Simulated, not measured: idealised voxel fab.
process module | voxel spacer lines
cross-section cut | 300 nm wide | cells 5 nm
A cross-section is a grid of square cells, given in bands from the top down. A band is one or more rows of cells.
Each band's line starts with the height of the band's top and of its bottom, in nm. Then come its materials from left to right, each with its width in nm. One material with "throughout" fills the band from edge to edge. "air" is empty space.
Height 0 is the level under which the wafer as received is all one material. The lowest band goes on downwards, as in "0 down".
A width such as "30 to 40" changes by the same amount from each row of cells to the next, from the band's top row to its bottom row.
"no change" after a step means that no cell of the cross-section changed.
closed voids: empty space of 8 cells or more with no open way to the top, each as width x height at its distance from the left edge, in nm
after a step's settings: what the simulator itself notes on the step
overlay nm, on a step with a mask: how far to the right of its planned place the mask lay; to the left if negative
plan
1 op RECEIVE | material Si
2 op CONFORMAL_DEP | material Al2O3 | thk nm 5
3 op DIRECTIONAL_DEP | material TiN | thk nm 15
4 op DIRECTIONAL_DEP | material aC | thk nm 25
5 op PATTERN | tone cover | mask id MANDREL | material resist | width nm 15 | pitch nm 60 | thk nm 30 | overlay nm 0
6 op DIRECTIONAL_ETCH | etch materials aC | depth nm 25
7 op STRIP | etch materials resist
8 op CONFORMAL_DEP | material SiO2 | thk nm 15
9 op DIRECTIONAL_ETCH | etch materials SiO2 | depth nm 15
10 op STRIP | etch materials aC
11 op DIRECTIONAL_ETCH | etch materials TiN | depth nm 15
12 op STRIP | etch materials SiO2
first wafer, as planned
as received, after step 1
  0 down: Si throughout
  closed voids: none
after step 2
  5 to 0: Al2O3 throughout
  below 0: unchanged
after step 3
  20 to 5: TiN throughout
  below 5: unchanged
after step 4
  45 to 20: aC throughout
  below 20: unchanged
after step 5
  75 to 45: air 110 | resist 15 | air 45 | resist 15 | air 115
  below 45: unchanged
after step 6
  50 to 45: air 110 | resist 15 | air 45 | resist 15 | air 115
  45 to 20: air 110 | aC 15 | air 45 | aC 15 | air 115
  below 20: unchanged
after step 7
  45 to 20: air 110 | aC 15 | air 45 | aC 15 | air 115
  below 20: unchanged
after step 8
  60 to 45: air 95 | SiO2 45 | air 15 | SiO2 45 | air 100
  45 to 35: air 95 | SiO2 15 | aC 15 | SiO2 15 | air 15 | SiO2 15 | aC 15 | SiO2 15 | air 100
  35 to 20: SiO2 110 | aC 15 | SiO2 45 | aC 15 | SiO2 115
  below 20: unchanged
after step 9
  45 to 20: air 95 | SiO2 15 | aC 15 | SiO2 15 | air 15 | SiO2 15 | aC 15 | SiO2 15 | air 100
  below 20: unchanged
after step 10
  45 to 20: air 95 | SiO2 15 | air 15 | SiO2 15 | air 15 | SiO2 15 | air 15 | SiO2 15 | air 100
  below 20: unchanged
after step 11
  45 to 20: air 95 | SiO2 15 | air 15 | SiO2 15 | air 15 | SiO2 15 | air 15 | SiO2 15 | air 100
  20 to 5: air 95 | TiN 15 | air 15 | TiN 15 | air 15 | TiN 15 | air 15 | TiN 15 | air 100
  below 5: unchanged
after step 12
  20 to 5: air 95 | TiN 15 | air 15 | TiN 15 | air 15 | TiN 15 | air 15 | TiN 15 | air 100
  below 5: unchanged
second wafer: like start, like plan, one mistake. Through step 9 it matches the first wafer
when step 10 should have ended
  45 to 20: air 95 | SiO2 15 | aC 15 | SiO2 15 | air 15 | SiO2 15 | aC 15 | SiO2 15 | air 100
  20 to 5: air 95 | TiN 45 | air 15 | TiN 45 | air 100
  below 5: unchanged
when step 11 should have ended
  45 to 20: air 95 | SiO2 15 | air 15 | SiO2 15 | air 15 | SiO2 15 | air 15 | SiO2 15 | air 100
  below 20: unchanged
when step 12 should have ended
  20 to 5: air 95 | TiN 45 | air 15 | TiN 45 | air 100
  below 5: unchanged
what went wrong: steps 10 and 11 were swapped
at the end the second wafer has, in cells: 18 more of TiN
